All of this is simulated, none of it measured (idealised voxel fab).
Module name: voxel spacer lines (process module)
270 nm wide, 5 nm square cells: that's cross-section cut.
Cross-section spec: square-cell grid; bands listed top down; each band is one or more rows.
Band: top and bottom heights (nm) first, top before bottom; then materials from left to right, widths in nm. "everywhere" marks a sole material filling the band edge to edge. "empty" denotes empty space.
Height reference: 0 = level under which incoming wafer is all one material. Lowest band: no bottom, runs on downward, e.g. "0 nm and below".
The expression "30 to 40" gives the width at the extremes of the band, the first number at its top row of cells and the second at its bottom row, with the width changing by equal amounts from each row to the next in between.
For the purposes of this document, the phrase "everything unchanged" attached to a step denotes that no cell within the cross-section was modified by that step.
Closed empty spaces (no open way to the top) of 8 cells or more are what "Sealed cavities" lists, each as width x height at distance from the left edge, nm for all three.
Step line, after settings: the simulator's comment on this step.
A step's line can hold "overlay nm"; with a mask on that step, the setting says how far right of the planned place the mask lay, while a negative setting says it lay to the left.
plan
1,RECEIVE with material Si
2,CONFORMAL_DEP with material Al2O3, thk nm 5
3,DIRECTIONAL_DEP with material SiN, thk nm 15
4,DIRECTIONAL_DEP with material aC, thk nm 20
5,PATTERN with tone cover, mask id MANDREL, material resist, width nm 25, pitch nm 70, thk nm 25, overlay nm 0
6,DIRECTIONAL_ETCH with etch materials aC, depth nm 20
7,STRIP with etch materials resist
8,CONFORMAL_DEP with material SiO2, thk nm 10
9,DIRECTIONAL_ETCH with etch materials SiO2, depth nm 10
10,STRIP with etch materials aC
11,DIRECTIONAL_ETCH with etch materials SiN, depth nm 15
12,STRIP with etch materials SiO2
13,FILL_DEP with material SiO2, thk nm 10
14,CMP with height nm 20
first wafer, as planned
Incoming wafer, cross-sectional view, post step 1
> 0 nm and below  Si everywhere
> Sealed cavities: none
So this is the wafer cross-section right after step 2
> 5 nm to 0 nm  Al2O3 everywhere
> Whatever lies below 0 is exactly as it was before.
So this is the wafer cross-section right after step 3
> 20 nm to 5 nm  SiN everywhere
> Whatever lies below 5 is exactly as it was before.
So this is the wafer cross-section right after step 4
> 40 nm to 20 nm  aC everywhere
> Whatever lies below 20 is exactly as it was before.
So this is the wafer cross-section right after step 5
> 65 nm to 40 nm  50 empty  25 resist  45 empty  25 resist  45 empty  25 resist  55 empty
> Whatever lies below 40 is exactly as it was before.
So this is the wafer cross-section right after step 6
> 45 nm to 40 nm  50 empty  25 resist  45 empty  25 resist  45 empty  25 resist  55 empty
> 40 nm to 20 nm  50 empty  25 aC  45 empty  25 aC  45 empty  25 aC  55 empty
> Whatever lies below 20 is exactly as it was before.
So this is the wafer cross-section right after step 7
> 40 nm to 20 nm  50 empty  25 aC  45 empty  25 aC  45 empty  25 aC  55 empty
> Whatever lies below 20 is exactly as it was before.
So this is the wafer cross-section right after step 8
> 50 nm to 40 nm  40 empty  45 SiO2  25 empty  45 SiO2  25 empty  45 SiO2  45 empty
> 40 nm to 30 nm  40 empty  10 SiO2  25 aC  10 SiO2  25 empty  10 SiO2  25 aC  10 SiO2  25 empty  10 SiO2  25 aC  10 SiO2  45 empty
> 30 nm to 20 nm  50 SiO2  25 aC  45 SiO2  25 aC  45 SiO2  25 aC  55 SiO2
> Whatever lies below 20 is exactly as it was before.
So this is the wafer cross-section right after step 9
> 40 nm to 20 nm  40 empty  10 SiO2  25 aC  10 SiO2  25 empty  10 SiO2  25 aC  10 SiO2  25 empty  10 SiO2  25 aC  10 SiO2  45 empty
> Whatever lies below 20 is exactly as it was before.
So this is the wafer cross-section right after step 10
> 40 nm to 20 nm  40 empty  10 SiO2  25 empty  10 SiO2  25 empty  10 SiO2  25 empty  10 SiO2  25 empty  10 SiO2  25 empty  10 SiO2  45 empty
> Whatever lies below 20 is exactly as it was before.
So this is the wafer cross-section right after step 11
> 40 nm to 20 nm  40 empty  10 SiO2  25 empty  10 SiO2  25 empty  10 SiO2  25 empty  10 SiO2  25 empty  10 SiO2  25 empty  10 SiO2  45 empty
> 20 nm to 5 nm  40 empty  10 SiN  25 empty  10 SiN  25 empty  10 SiN  25 empty  10 SiN  25 empty  10 SiN  25 empty  10 SiN  45 empty
> Whatever lies below 5 is exactly as it was before.
So this is the wafer cross-section right after step 12
> 20 nm to 5 nm  40 empty  10 SiN  25 empty  10 SiN  25 empty  10 SiN  25 empty  10 SiN  25 empty  10 SiN  25 empty  10 SiN  45 empty
> Whatever lies below 5 is exactly as it was before.
So this is the wafer cross-section right after step 13
> 30 nm to 20 nm  SiO2 everywhere
> 20 nm to 5 nm  40 SiO2  10 SiN  25 SiO2  10 SiN  25 SiO2  10 SiN  25 SiO2  10 SiN  25 SiO2  10 SiN  25 SiO2  10 SiN  45 SiO2
> Whatever lies below 5 is exactly as it was before.
So this is the wafer cross-section right after step 14
> 20 nm to 5 nm  40 SiO2  10 SiN  25 SiO2  10 SiN  25 SiO2  10 SiN  25 SiO2  10 SiN  25 SiO2  10 SiN  25 SiO2  10 SiN  45 SiO2
> Whatever lies below 5 is exactly as it was before.
What follows concerns the second wafer, which started out like the first and was meant to follow the very same plan; one mistake crept in when it was run, but everything up to and including step 4 is the same as for the first wafer
Second wafer at the planned finish of step 5, seen in cross-section
> 65 nm to 40 nm  50 resist  25 empty  45 resist  25 empty  45 resist  25 empty  55 resist
> Whatever lies below 40 is exactly as it was before.
Second wafer at the planned finish of step 6, seen in cross-section
> 45 nm to 40 nm  50 resist  25 empty  45 resist  25 empty  45 resist  25 empty  55 resist
> 40 nm to 20 nm  50 aC  25 empty  45 aC  25 empty  45 aC  25 empty  55 aC
> Whatever lies below 20 is exactly as it was before.
Second wafer at the planned finish of step 7, seen in cross-section
> 40 nm to 20 nm  50 aC  25 empty  45 aC  25 empty  45 aC  25 empty  55 aC
> Whatever lies below 20 is exactly as it was before.
Second wafer at the planned finish of step 8, seen in cross-section
> 50 nm to 40 nm  60 SiO2  5 empty  65 SiO2  5 empty  65 SiO2  5 empty  65 SiO2
> 40 nm to 30 nm  50 aC  10 SiO2  5 empty  10 SiO2  45 aC  10 SiO2  5 empty  10 SiO2  45 aC  10 SiO2  5 empty  10 SiO2  55 aC
> 30 nm to 20 nm  50 aC  25 SiO2  45 aC  25 SiO2  45 aC  25 SiO2  55 aC
> Whatever lies below 20 is exactly as it was before.
Second wafer at the planned finish of step 9, seen in cross-section
> 40 nm to 20 nm  50 aC  10 SiO2  5 empty  10 SiO2  45 aC  10 SiO2  5 empty  10 SiO2  45 aC  10 SiO2  5 empty  10 SiO2  55 aC
> Whatever lies below 20 is exactly as it was before.
Second wafer at the planned finish of step 10, seen in cross-section
> 40 nm to 20 nm  50 empty  10 SiO2  5 empty  10 SiO2  45 empty  10 SiO2  5 empty  10 SiO2  45 empty  10 SiO2  5 empty  10 SiO2  55 empty
> Whatever lies below 20 is exactly as it was before.
Second wafer at the planned finish of step 11, seen in cross-section
> 40 nm to 20 nm  50 empty  10 SiO2  5 empty  10 SiO2  45 empty  10 SiO2  5 empty  10 SiO2  45 empty  10 SiO2  5 empty  10 SiO2  55 empty
> 20 nm to 5 nm  50 empty  10 SiN  5 empty  10 SiN  45 empty  10 SiN  5 empty  10 SiN  45 empty  10 SiN  5 empty  10 SiN  55 empty
> Whatever lies below 5 is exactly as it was before.
Second wafer at the planned finish of step 12, seen in cross-section
> 20 nm to 5 nm  50 empty  10 SiN  5 empty  10 SiN  45 empty  10 SiN  5 empty  10 SiN  45 empty  10 SiN  5 empty  10 SiN  55 empty
> Whatever lies below 5 is exactly as it was before.
Second wafer at the planned finish of step 13, seen in cross-section
> 30 nm to 20 nm  SiO2 everywhere
> 20 nm to 5 nm  50 SiO2  10 SiN  5 SiO2  10 SiN  45 SiO2  10 SiN  5 SiO2  10 SiN  45 SiO2  10 SiN  5 SiO2  10 SiN  55 SiO2
> Whatever lies below 5 is exactly as it was before.
Second wafer at the planned finish of step 14, seen in cross-section
> 20 nm to 5 nm  50 SiO2  10 SiN  5 SiO2  10 SiN  45 SiO2  10 SiN  5 SiO2  10 SiN  45 SiO2  10 SiN  5 SiO2  10 SiN  55 SiO2
> Whatever lies below 5 is exactly as it was before.
Processing error: step 5 was run on a setting that differed from the plan, and what really ran there is PATTERN with tone open, mask id MANDREL, material resist, width nm 25, pitch nm 70, thk nm 25, overlay nm 0
The two final wafers agree on how many cells each material fills and disagree on which cells those are.
